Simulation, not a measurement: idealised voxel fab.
This section sets out a process module, namely voxel gate over fins.
The figure presents cross-section cut, which has a width of 280 nm and is divided into square cells with an edge length of 5 nm.
Cross-section = grid of square cells, listed top down in bands; band = one or more rows. Band entry format. Leading values: height of top, height of bottom, nm. Remainder: materials in left-to-right order, each with its width in nm. Special words: "throughout" on a single material, which then fills the band edge to edge; "blank", empty space. Heights from 0 (as-received wafer is one material below). Bottom band endless downward, as "0 -> down". Graded width ("30..40"): value in top row of band = first number; value in bottom row = second number; row-to-row change constant. "remains unaltered", as given for a step, is the statement that not any cell of the cross-section underwent a change during that step. In the "Closed void list" entry, you get each enclosed empty space of 8 cells or more, one with no open way to the top, written width x height at distance, distance from the left edge, in nm. Heads up: the bit after the settings on a step's line is the simulator's remark on that step. overlay nm, on a step with a mask: how far to the right of its planned place the mask lay; to the left if negative.

THE FOLLOWING LIST GIVES THE PLANNED PROCESS STEPS
- 1: RECEIVE, material Si
- 2: CONFORMAL_DEP, material SiN, thk nm 5
- 3: PATTERN, tone cover, mask id FINS, material resist, width nm 15, pitch nm 45, thk nm 20, overlay nm 0
- 4: DIRECTIONAL_ETCH, etch materials SiN, depth nm 5
- 5: DIRECTIONAL_ETCH, etch materials Si, depth nm 30
- 6: STRIP, etch materials resist
- 7: FILL_DEP, material SiO2, thk nm 5
- 8: CMP, height nm 5
- 9: SELECTIVE_ETCH, etch materials SiO2, depth nm 15
- 10: STRIP, etch materials SiN
- 11: CONFORMAL_DEP, material HfO2, thk nm 5
- 12: CONFORMAL_DEP, material TiN, thk nm 5
- 13: FILL_DEP, material W, thk nm 10
- 14: CMP, height nm 15
- 15: CONFORMAL_DEP, material SiCN, thk nm 5

RECEIVED-STATE CROSS-SECTION, REFLECTING COMPLETION OF STEP 1
> 0 -> down  Si throughout
> Closed void list: none

WAFER CROSS-SECTION AT END OF MODULE: START AND PLAN AS SHOWN ABOVE, ONE EXECUTION ERROR
> 20 -> 15  SiCN throughout
> 15 -> 10  W throughout
> 10 -> 5  W 100 nm | TiN 35 nm | W 10 nm | TiN 35 nm | W 100 nm
> 5 -> 0  W 100 nm | TiN 5 nm | HfO2 25 nm | TiN 5 nm | W 10 nm | TiN 5 nm | HfO2 25 nm | TiN 5 nm | W 100 nm
> 0 -> -5  TiN 105 nm | HfO2 5 nm | Si 15 nm | HfO2 5 nm | TiN 20 nm | HfO2 5 nm | Si 15 nm | HfO2 5 nm | TiN 105 nm
> -5 -> -10  HfO2 110 nm | Si 15 nm | HfO2 30 nm | Si 15 nm | HfO2 110 nm
> -10 -> -60  SiO2 110 nm | Si 15 nm | SiO2 30 nm | Si 15 nm | SiO2 110 nm
> -60 -> down  Si throughout
> Closed void list: none
Nonconformance to the process plan: step 5 of the plan was executed twice over
